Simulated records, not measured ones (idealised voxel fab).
Presented below is a process module, voxel spacer lines.
The cross-section shown here is cut; it is 260 nm wide and divided into square cells measuring 5 nm on a side.
Cross-section, as written here: a square-cell grid given band by band from the top down, where a band holds one or more rows of cells.
Per band: top height and bottom height in nm, followed by the left-to-right materials and their widths in nm; "full width" marks a single material spanning edge to edge, "empty" marks empty space.
The level at which height equals 0 is the one under which the wafer, as it arrives, is entirely one material. No lower edge exists for the bottom band, which continues downward and is notated as in "0 nm and below".
The notation "30->40" denotes a width that varies across the rows of cells in the band, beginning at the first number in the top row, finishing at the second number in the bottom row, and changing by an identical amount from each row to the next.
"left unchanged" for a step: no cell of the cross-section changed in that step.
Closed-off voids of 8+ cells (no open route to the top) go in "Enclosed void entries", written width x height at distance from the left edge, in nm.
It should be noted that, on the line of a given step, the content following the step's settings is a remark produced by the simulator itself with respect to that step.
The optional step-line setting "overlay nm" applies to steps with a mask and quantifies how far to the right of its planned location the mask lay, a negative value indicating leftward placement.

**This section lists the process steps that were planned**
| 1 | RECEIVE (material Si) |
| 2 | CONFORMAL_DEP (material Al2O3; thk nm 10) |
| 3 | DIRECTIONAL_DEP (material SiN; thk nm 10) |
| 4 | DIRECTIONAL_DEP (material aC; thk nm 25) |
| 5 | PATTERN (tone cover; mask id MANDREL; material resist; width nm 25; pitch nm 70; thk nm 35; overlay nm -15) |
| 6 | DIRECTIONAL_ETCH (etch materials aC; depth nm 25) |
| 7 | STRIP (etch materials resist) |
| 8 | CONFORMAL_DEP (material SiO2; thk nm 10) |
| 9 | DIRECTIONAL_ETCH (etch materials SiO2; depth nm 10) |
| 10 | STRIP (etch materials aC) |
| 11 | DIRECTIONAL_ETCH (etch materials SiN; depth nm 10) |
| 12 | STRIP (etch materials SiO2) |
Quick note for whoever runs this: the wafers start identical, but the overlay nm at step 5 isn't the same across them. The plan just shows what the first wafer had.

**first wafer as received, after step 1**
- 0 nm and below | Si full width
- Enclosed void entries: none

**Rows = wafers. At module end, each row lists per material the cells gained (+) or lost (-) since the wafer was received, then the closed voids**
overlay nm -15, +104 Al2O3, +24 SiN, Enclosed void entries: none
overlay nm -10, +104 Al2O3, +24 SiN, Enclosed void entries: none
overlay nm -5, +104 Al2O3, +24 SiN, Enclosed void entries: none
overlay nm 0, +104 Al2O3, +24 SiN, Enclosed void entries: none
overlay nm 5, +104 Al2O3, +24 SiN, Enclosed void entries: none
overlay nm 10, +104 Al2O3, +24 SiN, Enclosed void entries: none
overlay nm 15, +104 Al2O3, +24 SiN, Enclosed void entries: none
